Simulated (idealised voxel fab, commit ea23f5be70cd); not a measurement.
Name of the process module below: voxel plated lines
The cross-section on display is named cut; it measures 295 nm wide, and its cells are 5 nm squares.
Think of the cross-section as a grid of square cells. We describe it in bands, top to bottom, and each band covers one or more rows of those cells. Top, bottom (nm), then materials left to right with widths (nm); lone material tagged "all across" fills the whole band edge to edge; "empty" = empty space. A quick word on heights: they are counted from 0, and under that level the wafer as it came to us is one material throughout. The lowest band is different from the rest in having no bottom; it simply continues downward, written as in "z 0 and below". A width such as "30..40" changes by the same amount from each row of cells to the next, from the band's top row to its bottom row. A step reported as "left unchanged" is a step in which no cell of the cross-section changed. "Sealed void listing" specifies each empty space that is not open to the top and that occupies no fewer than 8 cells, using the form width x height at distance, the distance measured from the left edge and all three quantities in nm. Where a step's line continues beyond its settings, the continuation is a remark by the simulator itself on that step. "overlay nm" denotes, for a step that has a mask, the displacement of the mask to the right of its planned place, with negative values corresponding to the left.
Set out below are the planned steps of the process:
step 1: RECEIVE,material Si
step 2: CONFORMAL_DEP,material Al2O3,thk nm 15
step 3: DIRECTIONAL_DEP,material TiN,thk nm 5
step 4: PATTERN,tone open,mask id LINES,material resist,width nm 30,pitch nm 55,thk nm 20,overlay nm 0
step 5: EPI,material Ru,thk nm 5
step 6: STRIP,etch materials resist
step 7: DIRECTIONAL_ETCH,etch materials TiN,depth nm 5
step 8: CONFORMAL_DEP,material SiN,thk nm 10
First of two wafers: run as planned:
Wafer at receipt (post step 1), cross-section:
z 0 and below  Si all across
Sealed void listing: none
The wafer in cross-section once step 2 is complete:
z 15 to 0  Al2O3 all across
Below 0, no change.
The wafer in cross-section once step 3 is complete:
z 20 to 15  TiN all across
Below 15, no change.
The wafer in cross-section once step 4 is complete:
z 40 to 20  resist: 105, then empty: 30, then resist: 25, then empty: 30, then resist: 105
Below 20, no change.
The wafer in cross-section once step 5 is complete:
z 40 to 25  resist: 105, then empty: 30, then resist: 25, then empty: 30, then resist: 105
z 25 to 20  resist: 105, then Ru: 30, then resist: 25, then Ru: 30, then resist: 105
Below 20, no change.
The wafer in cross-section once step 6 is complete:
z 25 to 20  empty: 105, then Ru: 30, then empty: 25, then Ru: 30, then empty: 105
Below 20, no change.
The wafer in cross-section once step 7 is complete:
z 25 to 20  empty: 105, then Ru: 30, then empty: 25, then Ru: 30, then empty: 105
z 20 to 15  empty: 105, then TiN: 30, then empty: 25, then TiN: 30, then empty: 105
Below 15, no change.
The wafer in cross-section once step 8 is complete:
z 35 to 25  empty: 95, then SiN: 50, then empty: 5, then SiN: 50, then empty: 95
z 25 to 20  SiN: 105, then Ru: 30, then SiN: 25, then Ru: 30, then SiN: 105
z 20 to 15  SiN: 105, then TiN: 30, then SiN: 25, then TiN: 30, then SiN: 105
Below 15, no change.
Wafer two: like wafer one in start and plan, but with one mistake in execution; identical up to and including step 7:
when step 8 should have ended:
z 40 to 30  empty: 90, then SiN: 115, then empty: 90
z 30 to 25  SiN all across
z 25 to 20  SiN: 105, then Ru: 30, then SiN: 25, then Ru: 30, then SiN: 105
z 20 to 15  SiN: 105, then TiN: 30, then SiN: 25, then TiN: 30, then SiN: 105
Below 15, no change.
Against the plan, the run slipped here: step 8 changed vs plan, executed as CONFORMAL_DEP,material SiN,thk nm 15
Final difference in cells, second wafer against first, listed per material as more or fewer: 65 more of SiN
